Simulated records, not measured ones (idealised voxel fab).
The process module presented herein is designated voxel ribs on slabs.
The width of the displayed cross-section, cut, is 190 nm; its cells are square, with a size of 5 nm.
In what follows, cross-sections appear as grids of square cells, described through bands that run from the top down, where every band is one or more rows of cells. Look at the band entry: it leads with the top's height and the bottom's height in nm. Then it lists the materials left to right, with a width in nm for each. The word "all across" on a single material says that material fills the band edge to edge. The word "empty" is empty space. Below 0: as-received wafer, all one material; heights counted from there. Lowest band: no bottom, goes on down, written "0 -> down". Width spec "30->40" -> top row of cells at first value, bottom row at second value, equal per-row change in between. "no modification" means the step left every cell of the cross-section as it was. Any empty space of 8 cells or more lacking an open way to the top shows up in "Trapped voids" as width x height at distance, distance from the left edge, in nm. Anything after a step's settings on that line? It's the simulator's own note about the step. Among the settings permitted on a step's line is "overlay nm"; applied to a step with a mask, it specifies the extent to which the mask lay to the right of its planned position, whereas a negative figure signifies a position to the left. Every pair from here on: before one process step, after it. The after cross-section reaches only to the lowest band that changed. Below the pair: the step in between and its settings. Pairs can belong to different runs of this module on the same starting wafer; a pair carries on from the pair above only if the entry headed "Preceding state" says so.

Preceding state:
> 85 -> 65 | empty (75) / resist (40) / empty (75)
> 65 -> 55 | empty (75) / TiN (40) / empty (75)
> 55 -> 40 | SiO2 all across
> 40 -> 30 | SiO2 (60) / SiN (20) / SiO2 (30) / SiN (20) / SiO2 (60)
> 30 -> 20 | SiN all across
> 20 -> 0 | SiO2 all across
> 0 -> down | Si all across
> Trapped voids: none

Resulting Structure:
> 65 -> 55 | empty (75) / TiN (40) / empty (75)
> Heights below 55 show no change.
> Trapped voids: none
The structure goes from the before cross-section above to the after cross-section through STRIP [etch materials resist]

Preceding state: the wafer arrives at this step looking as the after cross-section in the pair just above shows it.

Resulting Structure:
> 70 -> 65 | empty (70) / SiN (50) / empty (70)
> 65 -> 60 | empty (70) / SiN (5) / TiN (40) / SiN (5) / empty (70)
> 60 -> 55 | SiN (75) / TiN (40) / SiN (75)
> Heights below 55 show no change.
> Trapped voids: none
The structure goes from the before cross-section above to the after cross-section through CONFORMAL_DEP [material SiN] [thk nm 5]
